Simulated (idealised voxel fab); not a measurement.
process module | voxel self aligned vias
cross-section cut | 270 nm wide | cells 5 nm
A cross-section is a grid of square cells, given in bands from the top down. A band is one or more rows of cells.
Each band's line starts with the height of the band's top and of its bottom, in nm. Then come its materials from left to right, each with its width in nm. One material with "throughout" fills the band from edge to edge. "air" is empty space.
Height 0 is the level under which the wafer as received is all one material. The lowest band goes on downwards, as in "0 down".
A width such as "30 to 40" changes by the same amount from each row of cells to the next, from the band's top row to its bottom row.
"no change" after a step means that no cell of the cross-section changed.
closed voids: empty space of 8 cells or more with no open way to the top, each as width x height at its distance from the left edge, in nm
after a step's settings: what the simulator itself notes on the step
overlay nm, on a step with a mask: how far to the right of its planned place the mask lay; to the left if negative
plan
1 op RECEIVE | material Si
2 op CONFORMAL_DEP | material SiO2 | thk nm 15
3 op CONFORMAL_DEP | material SiCN | thk nm 5
4 op DIRECTIONAL_DEP | material lowk | thk nm 25
5 op MASKED_ETCH | tone open | mask id LINES | width nm 30 | pitch nm 70 | etch materials lowk | depth nm 25 | overlay nm 0
6 op CONFORMAL_DEP | material TiN | thk nm 5
7 op FILL_DEP | material W | thk nm 10
8 op CMP | height nm 45
9 op SELECTIVE_ETCH | etch materials W Ru TiN | depth nm 5
10 op FILL_DEP | material SiN | thk nm 10
11 op CMP | height nm 45
12 op DIRECTIONAL_DEP | material lowk | thk nm 15
13 op DIRECTIONAL_DEP | material aC | thk nm 15
14 op PATTERN | tone open | mask id VIAS | material resist | width nm 50 | pitch nm 70 | thk nm 30 | overlay nm 0
15 op DIRECTIONAL_ETCH | etch materials aC | depth nm 15
16 op STRIP | etch materials resist
17 op DIRECTIONAL_ETCH | etch materials lowk | depth nm 15
18 op DIRECTIONAL_ETCH | etch materials SiN | depth nm 5
19 op STRIP | etch materials aC
20 op CONFORMAL_DEP | material TiN | thk nm 5
21 op FILL_DEP | material W | thk nm 5
22 op CMP | height nm 60
23 op CONFORMAL_DEP | material SiN | thk nm 5
as received, after step 1
  0 down: Si throughout
  closed voids: none
first wafer at the end, as planned
  65 to 60: SiN throughout
  60 to 50: lowk 40 | TiN 5 | W 40 | TiN 5 | lowk 20 | TiN 5 | W 40 | TiN 5 | lowk 20 | TiN 5 | W 40 | TiN 5 | lowk 40
  50 to 45: lowk 40 | TiN 15 | W 20 | TiN 15 | lowk 20 | TiN 15 | W 20 | TiN 15 | lowk 20 | TiN 15 | W 20 | TiN 15 | lowk 40
  45 to 40: lowk 50 | TiN 30 | lowk 40 | TiN 30 | lowk 40 | TiN 30 | lowk 50
  40 to 25: lowk 50 | TiN 5 | W 20 | TiN 5 | lowk 40 | TiN 5 | W 20 | TiN 5 | lowk 40 | TiN 5 | W 20 | TiN 5 | lowk 50
  25 to 20: lowk 50 | TiN 30 | lowk 40 | TiN 30 | lowk 40 | TiN 30 | lowk 50
  20 to 15: SiCN throughout
  15 to 0: SiO2 throughout
  0 down: Si throughout
  closed voids: none
second wafer at the end: like start, like plan, one mistake
  65 to 60: SiN throughout
  60 to 50: lowk 40 | TiN 5 | W 40 | TiN 5 | lowk 20 | TiN 5 | W 40 | TiN 5 | lowk 20 | TiN 5 | W 40 | TiN 5 | lowk 40
  50 to 45: lowk 40 | TiN 50 | lowk 20 | TiN 50 | lowk 20 | TiN 50 | lowk 40
  45 to 40: SiN 40 | TiN 10 | lowk 30 | TiN 10 | SiN 20 | TiN 10 | lowk 30 | TiN 10 | SiN 20 | TiN 10 | lowk 30 | TiN 10 | SiN 40
  40 to 25: W 45 | TiN 5 | lowk 30 | TiN 5 | W 30 | TiN 5 | lowk 30 | TiN 5 | W 30 | TiN 5 | lowk 30 | TiN 5 | W 45
  25 to 20: TiN 50 | lowk 30 | TiN 40 | lowk 30 | TiN 40 | lowk 30 | TiN 50
  20 to 15: SiCN throughout
  15 to 0: SiO2 throughout
  0 down: Si throughout
  closed voids: none
what went wrong: step 5 ran as: op MASKED_ETCH | tone cover | mask id LINES | width nm 30 | pitch nm 70 | etch materials lowk | depth nm 25 | overlay nm 0
at the end the second wafer has, in cells: 24 more of SiN | 24 more of TiN | 42 more of W | 90 fewer of lowk
